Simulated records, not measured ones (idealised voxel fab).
Proc. module: voxel capacitor over wiring
Each square cell in cross-section cut measures 5 nm, and the section as a whole is 145 nm wide.
Think of the cross-section as a grid of square cells. We describe it in bands, top to bottom, and each band covers one or more rows of those cells. Read a band's entry like this: the first values are the height of its top and the height of its bottom in nm, and what follows is the sequence of materials from left to right, each with its width in nm. Note that "air" is empty space, and that a single material marked "throughout" reaches across the band from edge to edge. Measure heights from 0. That's the level where, below it, the as-received wafer is all one material. The lowest band is bottomless and extends downward; write it as in "from 0 down". Read "30..40" as a graded width: first number on top, second number at the bottom, same change between each pair of neighbouring rows. Basically "nothing changed" means that step didn't change any cell in the cross-section. Empty spaces counting at least 8 cells and having no open way to the top are listed in "Sealed-off cavities". The notation width x height at distance is used for each, the distance being from the left edge and all three values in nm. Formally, on a step line, whatever follows the settings is a remark that the simulator itself makes on the step. The optional step-line setting "overlay nm" applies to steps with a mask and quantifies how far to the right of its planned location the mask lay, a negative value indicating leftward placement.

# The process steps that were planned are listed below
step 1: RECEIVE: material Si
step 2: CONFORMAL_DEP: material SiO2, thk nm 15
step 3: DIRECTIONAL_DEP: material TiN, thk nm 5
step 4: DIRECTIONAL_DEP: material W, thk nm 15
step 5: DIRECTIONAL_DEP: material aC, thk nm 10
step 6: PATTERN: tone cover, mask id METAL_1, material resist, width nm 30, pitch nm 85, thk nm 30, overlay nm 0
step 7: DIRECTIONAL_ETCH: etch materials aC, depth nm 10
step 8: STRIP: etch materials resist
step 9: DIRECTIONAL_ETCH: etch materials W, depth nm 15
step 10: DIRECTIONAL_ETCH: etch materials TiN, depth nm 5
step 11: STRIP: etch materials aC
step 12: FILL_DEP: material lowk, thk nm 5
step 13: CMP: height nm 35
step 14: CONFORMAL_DEP: material SiCN, thk nm 5
step 15: DIRECTIONAL_DEP: material lowk, thk nm 20
step 16: PATTERN: tone open, mask id PLUG_1, material resist, width nm 15, thk nm 15, overlay nm 0
step 17: DIRECTIONAL_ETCH: etch materials lowk, depth nm 20
step 18: DIRECTIONAL_ETCH: etch materials SiCN, depth nm 5
step 19: STRIP: etch materials resist
step 20: EPI: material Ru, thk nm 10
step 21: EPI: material Ru, thk nm 10
step 22: EPI: material Ru, thk nm 5
step 23: DIRECTIONAL_DEP: material TiN, thk nm 5
step 24: DIRECTIONAL_DEP: material HfO2, thk nm 5
step 25: DIRECTIONAL_DEP: material TiN, thk nm 10
step 26: MASKED_ETCH: tone cover, mask id UPPER_PLATE, width nm 60, etch materials TiN, depth nm 10, overlay nm 0
step 27: MASKED_ETCH: tone cover, mask id UPPER_PLATE, width nm 60, etch materials HfO2, depth nm 5, overlay nm 0
step 28: DIRECTIONAL_DEP: material aC, thk nm 15
step 29: PATTERN: tone cover, mask id LOWER_PLATE, material resist, width nm 70, thk nm 30, overlay nm 0
step 30: DIRECTIONAL_ETCH: etch materials aC, depth nm 15
step 31: STRIP: etch materials resist
step 32: DIRECTIONAL_ETCH: etch materials TiN, depth nm 5
step 33: STRIP: etch materials aC
step 34: FILL_DEP: material SiO2, thk nm 20
step 35: CMP: height nm 95
step 36: DIRECTIONAL_DEP: material aC, thk nm 15
step 37: PATTERN: tone open, mask id PLUG_2, material resist, width nm 15, thk nm 30, overlay nm 0
step 38: DIRECTIONAL_ETCH: etch materials aC, depth nm 15
step 39: STRIP: etch materials resist
step 40: DIRECTIONAL_ETCH: etch materials SiO2, depth nm 15
step 41: STRIP: etch materials aC
step 42: CONFORMAL_DEP: material TiN, thk nm 5
step 43: FILL_DEP: material Ru, thk nm 5
step 44: CMP: height nm 95
step 45: CONFORMAL_DEP: material SiCN, thk nm 5

# Cross-section: wafer on arrival = after step 1
    from 0 down: Si throughout
    Sealed-off cavities: none

# The module was run from the start shown above using the plan shown above, but one mistake was made doing it; the resulting wafer cross-section is below
    from 100 to 95: SiCN throughout
    from 95 to 85: 40 nm SiO2  5 nm TiN  5 nm Ru  5 nm TiN  90 nm SiO2
    from 85 to 80: 40 nm SiO2  15 nm TiN  90 nm SiO2
    from 80 to 70: 45 nm SiO2  45 nm TiN  55 nm SiO2
    from 70 to 65: 45 nm SiO2  45 nm HfO2  55 nm SiO2
    from 65 to 60: 25 nm SiO2  5 nm TiN  15 nm SiO2  50 nm TiN  50 nm SiO2
    from 60 to 55: 30 nm lowk  15 nm SiO2  100 nm lowk
    from 55 to 45: 30 nm lowk  15 nm TiN  100 nm lowk
    from 45 to 40: 30 nm lowk  15 nm HfO2  100 nm lowk
    from 40 to 35: 30 nm SiCN  15 nm TiN  100 nm SiCN
    from 35 to 30: lowk throughout
    from 30 to 20: 15 nm lowk  30 nm W  55 nm lowk  30 nm W  15 nm lowk
    from 20 to 15: 15 nm lowk  30 nm TiN  55 nm lowk  30 nm TiN  15 nm lowk
    from 15 to 0: SiO2 throughout
    from 0 down: Si throughout
    Sealed-off cavities: none
What was the processing mistake? step 4 was run on a setting that differed from the plan, and what really ran there is DIRECTIONAL_DEP: material W, thk nm 10
